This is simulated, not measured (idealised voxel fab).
Process module in this document: voxel ribs on slabs
The figure presents cross-section cut, which has a width of 270 nm and is divided into square cells with an edge length of 5 nm.
Format of a cross-section: grid, square cells. Given as bands. Order: top down. Band: one or more rows of cells.
For a band, the entry starts with two heights in nm, that of the top and then that of the bottom, and carries on with the band's materials in order from left to right, each alongside its width in nm; the word "edge to edge" beside a single material means it fills the band edge to edge, and "blank" means empty space.
Heads up on the height convention: 0 is the point under which the incoming wafer is all one material, and the lowest band has no bottom, it just keeps going down, like "0 nm and below".
Quick explanation for "30->40": the width changes in equal steps down the rows of cells, from the first number in the band's top row to the second number in its bottom row.
"nothing got changed" after a step means that no cell of the cross-section changed.
So "Enclosed void inventory" is basically the list of trapped voids: any empty space of 8 cells or more that can't reach the top through an opening. They're written width x height at distance, the distance being from the left edge, and it's all nm.
Note: text after step settings on the step line = simulator remark on that step.
A step line may carry the setting "overlay nm", which, for steps involving a mask, states the distance by which the mask lay to the right of its intended position; negative values denote displacement to the left.

-- Steps planned for the process
| 1 | RECEIVE: material Si |
| 2 | DIRECTIONAL_DEP: material SiO2, thk nm 20 |
| 3 | DIRECTIONAL_DEP: material polySi, thk nm 15 |
| 4 | MASKED_ETCH: tone cover, mask id RIB, width nm 30, etch materials polySi, depth nm 5, overlay nm 0 |
| 5 | PATTERN: tone cover, mask id SLAB, material resist, width nm 60, thk nm 15, overlay nm 0 |
| 6 | DIRECTIONAL_ETCH: etch materials polySi, depth nm 10 |
| 7 | STRIP: etch materials resist |
| 8 | FILL_DEP: material SiO2, thk nm 20 |
| 9 | CMP: height nm 50 |
| 10 | DIRECTIONAL_DEP: material W, thk nm 5 |
| 11 | DIRECTIONAL_DEP: material aC, thk nm 10 |
| 12 | PATTERN: tone cover, mask id HEATER, material resist, width nm 30, thk nm 25, overlay nm 0 |
| 13 | DIRECTIONAL_ETCH: etch materials aC, depth nm 10 |
| 14 | STRIP: etch materials resist |
| 15 | DIRECTIONAL_ETCH: etch materials W, depth nm 5 |
| 16 | STRIP: etch materials aC |
| 17 | CONFORMAL_DEP: material SiO2, thk nm 5 |
It is noted that the wafers described herein are identical at the outset and are distinguished by the width nm of step 12; the value stated in the plan corresponds to the first wafer.

-- The first of several wafers as received, shown in cross-section; this is its state after step 1
> 0 nm and below  Si edge to edge
> Enclosed void inventory: none

-- Post step 17, the closing step of the module: first of several wafers, cross-sectioned
> 60 nm to 55 nm  115 blank; 40 SiO2; 115 blank
> 55 nm to 50 nm  120 SiO2; 30 W; 120 SiO2
> 50 nm to 35 nm  SiO2 edge to edge
> 35 nm to 30 nm  120 SiO2; 30 polySi; 120 SiO2
> 30 nm to 20 nm  105 SiO2; 60 polySi; 105 SiO2
> 20 nm to 0 nm  SiO2 edge to edge
> 0 nm and below  Si edge to edge
> Enclosed void inventory: none

-- Last wafer x-sec, end of module
> 60 nm to 55 nm  105 blank; 65 SiO2; 100 blank
> 55 nm to 50 nm  110 SiO2; 55 W; 105 SiO2
> 50 nm to 35 nm  SiO2 edge to edge
> 35 nm to 30 nm  120 SiO2; 30 polySi; 120 SiO2
> 30 nm to 20 nm  105 SiO2; 60 polySi; 105 SiO2
> 20 nm to 0 nm  SiO2 edge to edge
> 0 nm and below  Si edge to edge
> Enclosed void inventory: none

-- Rows = wafers. At module end, each row lists per material the cells gained (+) or lost (-) since the wafer was received, then the closed voids
width nm 30, +566 SiO2, +6 W, +30 polySi, Enclosed void inventory: none
width nm 35, +566 SiO2, +7 W, +30 polySi, Enclosed void inventory: none
width nm 40, +566 SiO2, +8 W, +30 polySi, Enclosed void inventory: none
width nm 45, +566 SiO2, +9 W, +30 polySi, Enclosed void inventory: none
width nm 50, +566 SiO2, +10 W, +30 polySi, Enclosed void inventory: none
width nm 55, +566 SiO2, +11 W, +30 polySi, Enclosed void inventory: none
